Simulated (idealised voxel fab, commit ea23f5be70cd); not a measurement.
The following process module bears the name voxel self aligned vias.
Displayed cross-section: cut, width of 280 nm, square cells sized 5 nm.
Just so we're on the same page, the cross-sections are grids of square cells, and they're listed out in bands top to bottom, each band one or more rows deep.
Look at the band entry: it leads with the top's height and the bottom's height in nm. Then it lists the materials left to right, with a width in nm for each. The word "full width" on a single material says that material fills the band edge to edge. The word "air" is empty space.
Height reference: 0 = level under which incoming wafer is all one material. Lowest band: no bottom, runs on downward, e.g. "from 0 down".
When a width is written as two numbers, as in "30..40", the first number is the width in the top row of cells of the band and the second is the width in its bottom row, and the width changes by the same amount from each row to the next.
You'll sometimes find "no alterations made" written for a step, and that's the way of saying that nowhere in the cross-section did a cell change during that step.
Enclosed voids (no open way to top), threshold 8 cells or more, entry "Voids, fully enclosed", notation width x height at distance, distance from left edge, nm.
That trailing text on a step's line, after the settings, is the simulator's own remark on the step.
overlay nm: where the mask lay relative to plan, measured to the right, on steps with a mask; negatives go left.

PLANNED STEP LIST FOR THE PROCESS
1. RECEIVE, material Si
2. CONFORMAL_DEP, material SiO2, thk nm 10
3. CONFORMAL_DEP, material SiCN, thk nm 5
4. DIRECTIONAL_DEP, material lowk, thk nm 25
5. MASKED_ETCH, tone open, mask id LINES, width nm 20, pitch nm 45, etch materials lowk, depth nm 25, overlay nm 0
6. CONFORMAL_DEP, material TiN, thk nm 5
7. FILL_DEP, material W, thk nm 10
8. CMP, height nm 40
9. SELECTIVE_ETCH, etch materials W Ru TiN, depth nm 5
10. FILL_DEP, material SiN, thk nm 5
11. CMP, height nm 40
12. DIRECTIONAL_DEP, material lowk, thk nm 15
13. PATTERN, tone open, mask id VIAS, material resist, width nm 20, thk nm 20, overlay nm 0
14. DIRECTIONAL_ETCH, etch materials lowk, depth nm 15
15. DIRECTIONAL_ETCH, etch materials SiN, depth nm 5
16. STRIP, etch materials resist
17. CONFORMAL_DEP, material TiN, thk nm 5
18. FILL_DEP, material Ru, thk nm 10
19. CMP, height nm 55
20. CONFORMAL_DEP, material SiCN, thk nm 5
Heads up: all these wafers start the same, and what changes between them is the width nm in step 13. The value you see in the plan is just what the first wafer got.

STEP 1 COMPLETE: AS-RECEIVED CROSS-SECTION OF THE FIRST OF SEVERAL WAFERS
- from 0 down = Si full width
- Voids, fully enclosed: none

GAINED (+) OR LOST (-) CELLS OF EACH MATERIAL SINCE RECEIPT, THEN CLOSED VOIDS: ONE ROW PER WAFER, AT THE END OF THE MODULE
width nm 20; +6 Ru; +112 SiCN; +4 SiN; +112 SiO2; +30 TiN; +12 W; +396 lowk; Voids, fully enclosed: none
width nm 25; +8 Ru; +112 SiCN; +4 SiN; +112 SiO2; +31 TiN; +12 W; +393 lowk; Voids, fully enclosed: none
width nm 30; +10 Ru; +112 SiCN; +4 SiN; +112 SiO2; +32 TiN; +12 W; +390 lowk; Voids, fully enclosed: none
width nm 35; +12 Ru; +112 SiCN; +4 SiN; +112 SiO2; +33 TiN; +12 W; +387 lowk; Voids, fully enclosed: none
width nm 40; +14 Ru; +112 SiCN; +4 SiN; +112 SiO2; +34 TiN; +12 W; +384 lowk; Voids, fully enclosed: none
width nm 45; +16 Ru; +112 SiCN; +4 SiN; +112 SiO2; +35 TiN; +12 W; +381 lowk; Voids, fully enclosed: none
